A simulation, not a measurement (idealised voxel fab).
process module | voxel self aligned contacts
cross-section cut | 250 nm wide | cells 5 nm
A cross-section is a grid of square cells, given in bands from the top down. A band is one or more rows of cells.
Each band's line starts with the height of the band's top and of its bottom, in nm. Then come its materials from left to right, each with its width in nm. One material with "throughout" fills the band from edge to edge. "air" is empty space.
Height 0 is the level under which the wafer as received is all one material. The lowest band goes on downwards, as in "0 down".
A width such as "30 to 40" changes by the same amount from each row of cells to the next, from the band's top row to its bottom row.
"no change" after a step means that no cell of the cross-section changed.
closed voids: empty space of 8 cells or more with no open way to the top, each as width x height at its distance from the left edge, in nm
after a step's settings: what the simulator itself notes on the step
overlay nm, on a step with a mask: how far to the right of its planned place the mask lay; to the left if negative
plan
1 op RECEIVE | material Si
2 op CONFORMAL_DEP | material SiO2 | thk nm 5
3 op DIRECTIONAL_DEP | material polySi | thk nm 25
4 op DIRECTIONAL_DEP | material SiN | thk nm 20
5 op DIRECTIONAL_DEP | material aC | thk nm 10
6 op PATTERN | tone cover | mask id GATE | material resist | width nm 35 | pitch nm 70 | thk nm 30 | overlay nm 0
7 op DIRECTIONAL_ETCH | etch materials aC | depth nm 10
8 op STRIP | etch materials resist
9 op DIRECTIONAL_ETCH | etch materials SiN | depth nm 20
10 op DIRECTIONAL_ETCH | etch materials polySi | depth nm 25
11 op STRIP | etch materials aC
12 op CONFORMAL_DEP | material SiN | thk nm 5
13 op DIRECTIONAL_ETCH | etch materials SiN | depth nm 5
14 op FILL_DEP | material SiO2 | thk nm 15
15 op CMP | height nm 60
16 op DIRECTIONAL_DEP | material aC | thk nm 10
17 op PATTERN | tone open | mask id CONTACT | material resist | width nm 55 | pitch nm 70 | thk nm 25 | overlay nm 0
18 op DIRECTIONAL_ETCH | etch materials aC | depth nm 10
19 op STRIP | etch materials resist
20 op DIRECTIONAL_ETCH | etch materials SiO2 | depth nm 60
21 op STRIP | etch materials aC
22 op CONFORMAL_DEP | material TiN | thk nm 5
23 op FILL_DEP | material Ru | thk nm 10
24 op CMP | height nm 50
25 op CONFORMAL_DEP | material SiN | thk nm 5
varied across the wafers: height nm of step 24. The plan shows the first wafer's value. All wafers start alike
first wafer as received, after step 1
  0 down: Si throughout
  closed voids: none
each wafer at the end: cells of each material gained (+) or lost (-) since it was received, then its closed voids
height nm 50 | +54 Ru | +188 SiN | +157 SiO2 | +46 TiN | +105 polySi | closed voids: none
height nm 55 | +60 Ru | +188 SiN | +185 SiO2 | +62 TiN | +105 polySi | closed voids: none
height nm 60 | +78 Ru | +188 SiN | +213 SiO2 | +66 TiN | +105 polySi | closed voids: none
height nm 65 | +96 Ru | +188 SiN | +213 SiO2 | +98 TiN | +105 polySi | closed voids: none
height nm 70 | +146 Ru | +188 SiN | +213 SiO2 | +98 TiN | +105 polySi | closed voids: none
height nm 75 | +196 Ru | +188 SiN | +213 SiO2 | +98 TiN | +105 polySi | closed voids: none
